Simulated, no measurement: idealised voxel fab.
process module | voxel transistor to metal
cross-section cut | 185 nm wide | cells 5 nm
A cross-section is a grid of square cells, given in bands from the top down. A band is one or more rows of cells.
Each band's line starts with the height of the band's top and of its bottom, in nm. Then come its materials from left to right, each with its width in nm. One material with "throughout" fills the band from edge to edge. "air" is empty space.
Height 0 is the level under which the wafer as received is all one material. The lowest band goes on downwards, as in "0 down".
A width such as "30 to 40" changes by the same amount from each row of cells to the next, from the band's top row to its bottom row.
"no change" after a step means that no cell of the cross-section changed.
closed voids: empty space of 8 cells or more with no open way to the top, each as width x height at its distance from the left edge, in nm
after a step's settings: what the simulator itself notes on the step
overlay nm, on a step with a mask: how far to the right of its planned place the mask lay; to the left if negative
plan
1 op RECEIVE | material Si
2 op CONFORMAL_DEP | material SiO2 | thk nm 5
3 op CONFORMAL_DEP | material SiN | thk nm 10
4 op MASKED_ETCH | tone cover | mask id ACTIVE | width nm 100 | etch materials SiN | depth nm 10 | overlay nm 0
5 op MASKED_ETCH | tone cover | mask id ACTIVE | width nm 100 | etch materials SiO2 | depth nm 5 | overlay nm 0
6 op MASKED_ETCH | tone cover | mask id ACTIVE | width nm 100 | etch materials Si | depth nm 30 | overlay nm 0
7 op FILL_DEP | material SiO2 | thk nm 15
8 op CMP | height nm 15
9 op SELECTIVE_ETCH | etch materials SiO2 | depth nm 5
10 op STRIP | etch materials SiN
11 op SELECTIVE_ETCH | etch materials SiO2 | depth nm 5
12 op OXIDIZE | depth nm 5
13 op DIRECTIONAL_DEP | material polySi | thk nm 30
14 op DIRECTIONAL_DEP | material SiCN | thk nm 15
15 op MASKED_ETCH | tone cover | mask id GATE | width nm 20 | etch materials SiCN | depth nm 25 | overlay nm 0
16 op MASKED_ETCH | tone cover | mask id GATE | width nm 20 | etch materials polySi | depth nm 40 | overlay nm 0
17 op CONFORMAL_DEP | material SiN | thk nm 10
18 op DIRECTIONAL_ETCH | etch materials SiN | depth nm 10
19 op DIRECTIONAL_ETCH | etch materials SiO2 | depth nm 5
20 op DIRECTIONAL_ETCH | etch materials Si | depth nm 5
21 op EPI | material SiGe | thk nm 5
22 op FILL_DEP | material SiO2 | thk nm 10
23 op CMP | height nm 45
24 op DIRECTIONAL_DEP | material SiO2 | thk nm 10
25 op MASKED_ETCH | tone open | mask id CONTACT | width nm 20 | pitch nm 70 | etch materials SiO2 | depth nm 60 | overlay nm 0
26 op CONFORMAL_DEP | material TiN | thk nm 5
27 op FILL_DEP | material Ru | thk nm 10
28 op CMP | height nm 55
29 op CONFORMAL_DEP | material SiN | thk nm 5
30 op DIRECTIONAL_DEP | material SiO2 | thk nm 15
31 op PATTERN | tone open | mask id METAL_1 | material resist | width nm 20 | pitch nm 70 | thk nm 15 | overlay nm 0
32 op DIRECTIONAL_ETCH | etch materials SiO2 | depth nm 15
33 op DIRECTIONAL_ETCH | etch materials SiN | depth nm 5
34 op STRIP | etch materials resist
35 op CONFORMAL_DEP | material TiN | thk nm 5
36 op FILL_DEP | material Cu | thk nm 10
37 op CMP | height nm 75
38 op CONFORMAL_DEP | material SiCN | thk nm 5
39 op DIRECTIONAL_DEP | material lowk | thk nm 30
40 op MASKED_ETCH | tone open | mask id METAL_2_HOLES | width nm 15 | pitch nm 70 | etch materials lowk | depth nm 30 | overlay nm 0
41 op MASKED_ETCH | tone open | mask id METAL_2 | width nm 20 | pitch nm 70 | etch materials lowk | depth nm 15 | overlay nm 0
42 op MASKED_ETCH | tone open | mask id METAL_2 | width nm 20 | pitch nm 70 | etch materials SiCN | depth nm 5 | overlay nm 0
43 op CONFORMAL_DEP | material TiN | thk nm 5
44 op FILL_DEP | material Cu | thk nm 5
45 op CMP | height nm 110
46 op CONFORMAL_DEP | material SiN | thk nm 5
as received, after step 1
  0 down: Si throughout
  closed voids: none
first wafer at the end, as planned
  115 to 110: SiN throughout
  110 to 100: lowk 45 | TiN 5 | Cu 10 | TiN 5 | lowk 50 | TiN 5 | Cu 10 | TiN 5 | lowk 50
  100 to 95: lowk 45 | TiN 5 | Cu 5 | TiN 10 | lowk 50 | TiN 5 | Cu 5 | TiN 10 | lowk 50
  95 to 80: lowk 45 | TiN 5 | Cu 5 | TiN 5 | lowk 55 | TiN 5 | Cu 5 | TiN 5 | lowk 55
  80 to 75: SiCN 45 | TiN 15 | SiCN 55 | TiN 15 | SiCN 55
  75 to 60: SiO2 45 | TiN 5 | Cu 10 | TiN 5 | SiO2 50 | TiN 5 | Cu 10 | TiN 5 | SiO2 50
  60 to 55: SiN 45 | TiN 20 | SiN 50 | TiN 20 | SiN 50
  55 to 45: SiO2 45 | TiN 5 | Ru 10 | TiN 5 | SiO2 50 | TiN 5 | Ru 10 | TiN 5 | SiO2 50
  45 to 30: SiO2 45 | TiN 5 | Ru 10 | TiN 5 | SiO2 5 | SiN 10 | SiCN 20 | SiN 10 | SiO2 5 | TiN 5 | Ru 10 | TiN 5 | SiO2 50
  30 to 5: SiO2 45 | TiN 5 | Ru 10 | TiN 5 | SiO2 5 | SiN 10 | polySi 20 | SiN 10 | SiO2 5 | TiN 5 | Ru 10 | TiN 5 | SiO2 50
  5 to 0: SiO2 35 | SiN 10 | TiN 10 | Ru 5 | TiN 5 | SiO2 5 | SiN 10 | polySi 20 | SiN 10 | SiO2 5 | TiN 5 | Ru 5 | TiN 10 | SiN 10 | SiO2 40
  0 to -5: SiO2 45 | SiGe 5 | TiN 15 | SiGe 5 | SiO2 40 | SiGe 5 | TiN 15 | SiGe 5 | SiO2 50
  -5 to -10: SiO2 40 | Si 5 | SiGe 25 | Si 40 | SiGe 25 | Si 5 | SiO2 45
  -10 to -30: SiO2 40 | Si 100 | SiO2 45
  -30 down: Si throughout
  closed voids: none
second wafer at the end: like start, like plan, one mistake
  115 to 110: SiN throughout
  110 to 100: lowk 45 | TiN 5 | Cu 5 | TiN 5 | lowk 55 | TiN 5 | Cu 5 | TiN 5 | lowk 55
  100 to 95: lowk 45 | TiN 15 | lowk 55 | TiN 15 | lowk 55
  95 to 80: lowk throughout
  80 to 75: SiCN throughout
  75 to 60: SiO2 45 | TiN 5 | Cu 10 | TiN 5 | SiO2 50 | TiN 5 | Cu 10 | TiN 5 | SiO2 50
  60 to 55: SiN 45 | TiN 20 | SiN 50 | TiN 20 | SiN 50
  55 to 45: SiO2 45 | TiN 5 | Ru 10 | TiN 5 | SiO2 50 | TiN 5 | Ru 10 | TiN 5 | SiO2 50
  45 to 30: SiO2 45 | TiN 5 | Ru 10 | TiN 5 | SiO2 5 | SiN 10 | SiCN 20 | SiN 10 | SiO2 5 | TiN 5 | Ru 10 | TiN 5 | SiO2 50
  30 to 5: SiO2 45 | TiN 5 | Ru 10 | TiN 5 | SiO2 5 | SiN 10 | polySi 20 | SiN 10 | SiO2 5 | TiN 5 | Ru 10 | TiN 5 | SiO2 50
  5 to 0: SiO2 35 | SiN 10 | TiN 10 | Ru 5 | TiN 5 | SiO2 5 | SiN 10 | polySi 20 | SiN 10 | SiO2 5 | TiN 5 | Ru 5 | TiN 10 | SiN 10 | SiO2 40
  0 to -5: SiO2 45 | SiGe 5 | TiN 15 | SiGe 5 | SiO2 40 | SiGe 5 | TiN 15 | SiGe 5 | SiO2 50
  -5 to -10: SiO2 40 | Si 5 | SiGe 25 | Si 40 | SiGe 25 | Si 5 | SiO2 45
  -10 to -30: SiO2 40 | Si 100 | SiO2 45
  -30 down: Si throughout
  closed voids: none
what went wrong: step 39 was run twice
at the end the second wafer has, in cells: 12 fewer of Cu | 6 more of SiCN | 18 fewer of TiN | 24 more of lowk
